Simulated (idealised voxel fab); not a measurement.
The process module that follows is named voxel gate over fins.
In the cross-section labelled cut, the width is 295 nm and each square cell is 5 nm.
How to read a cross-section here: the picture is a grid of square cells, written as bands going from the top down, and any band can span one or more rows of cells. For a band, the entry starts with two heights in nm, that of the top and then that of the bottom, and carries on with the band's materials in order from left to right, each alongside its width in nm; the word "throughout" beside a single material means it fills the band edge to edge, and "empty" means empty space. Height 0 is the level under which the wafer as received is all one material. The lowest band goes on downwards, as in "0 nm and below". It should be noted that a width expressed as "30 to 40" varies in equal increments from row to row of cells within the band, taking the value of the first number at the top row and that of the second number at the bottom row. Step note "no modifications" = no cross-section cell changed. If an empty space has no open way to the top and is at least 8 cells in size, "Enclosed cavity list" lists it, written width x height at distance, where distance is measured from the left edge and every value is in nm. Where a step's line continues beyond its settings, the continuation is a remark by the simulator itself on that step. overlay nm: mask right of planned place by this much (step with mask). Neg. = left.

### Steps in the process plan
1. RECEIVE (material Si)
2. CONFORMAL_DEP (material SiN; thk nm 5)
3. MASKED_ETCH (tone cover; mask id FINS; width nm 15; pitch nm 40; etch materials SiN; depth nm 5; overlay nm 0)
4. MASKED_ETCH (tone cover; mask id FINS; width nm 15; pitch nm 40; etch materials Si; depth nm 35; overlay nm 0)
5. OXIDIZE (depth nm 5)
6. FILL_DEP (material SiO2; thk nm 15)
7. CMP (height nm 5)
8. SELECTIVE_ETCH (etch materials SiO2; depth nm 15)
9. STRIP (etch materials SiN)
10. CONFORMAL_DEP (material HfO2; thk nm 5)
11. CONFORMAL_DEP (material TiN; thk nm 5)
12. CONFORMAL_DEP (material TiAl; thk nm 5)
13. CONFORMAL_DEP (material TiN; thk nm 5)
14. FILL_DEP (material W; thk nm 15)
15. CMP (height nm 30)
16. CONFORMAL_DEP (material SiN; thk nm 10)

### Wafer at receipt (post step 1), cross-section
> 0 nm and below  Si throughout
> Enclosed cavity list: none

### Module complete - cross-section of the first of two wafers, run according to plan
> 40 nm to 30 nm  SiN throughout
> 30 nm to 20 nm  W throughout
> 20 nm to 15 nm  W=105, then TiN=85, then W=105
> 15 nm to 10 nm  W=105, then TiN=5, then TiAl=35, then TiN=5, then TiAl=35, then TiN=5, then W=105
> 10 nm to 5 nm  TiN=110, then TiAl=5, then TiN=25, then TiAl=5, then TiN=5, then TiAl=5, then TiN=25, then TiAl=5, then TiN=110
> 5 nm to 0 nm  TiAl=115, then TiN=5, then HfO2=15, then TiN=5, then TiAl=15, then TiN=5, then HfO2=15, then TiN=5, then TiAl=115
> 0 nm to -5 nm  TiN=120, then HfO2=5, then Si=5, then HfO2=5, then TiN=25, then HfO2=5, then Si=5, then HfO2=5, then TiN=120
> -5 nm to -10 nm  HfO2=125, then Si=5, then HfO2=35, then Si=5, then HfO2=125
> -10 nm to -40 nm  SiO2=125, then Si=5, then SiO2=35, then Si=5, then SiO2=125
> -40 nm and below  Si throughout
> Enclosed cavity list: none

### This cross-section belongs to the second wafer of two at the end of the module; the start and the plan were shared with the first, and the run included one mistake
> 40 nm to 30 nm  SiN throughout
> 30 nm to 20 nm  W throughout
> 20 nm to 15 nm  W=105, then TiN=85, then W=105
> 15 nm to 10 nm  W=105, then TiN=5, then TiAl=35, then TiN=5, then TiAl=35, then TiN=5, then W=105
> 10 nm to 5 nm  TiN=110, then TiAl=5, then TiN=25, then TiAl=5, then TiN=5, then TiAl=5, then TiN=25, then TiAl=5, then TiN=110
> 5 nm to 0 nm  TiAl=115, then TiN=5, then HfO2=15, then TiN=5, then TiAl=15, then TiN=5, then HfO2=15, then TiN=5, then TiAl=115
> 0 nm to -5 nm  TiN=120, then HfO2=5, then Si=5, then HfO2=5, then TiN=25, then HfO2=5, then Si=5, then HfO2=5, then TiN=120
> -5 nm to -10 nm  HfO2=125, then Si=5, then HfO2=35, then Si=5, then HfO2=125
> -10 nm to -50 nm  SiO2=125, then Si=5, then SiO2=35, then Si=5, then SiO2=125
> -50 nm and below  Si throughout
> Enclosed cavity list: none
Plan not followed: step 4 was processed under conditions differing from the plan, specifically as MASKED_ETCH (tone cover; mask id FINS; width nm 15; pitch nm 40; etch materials Si; depth nm 45; overlay nm 0)
at the end the second wafer has, in cells: Si: 114 fewer; SiO2: 114 more
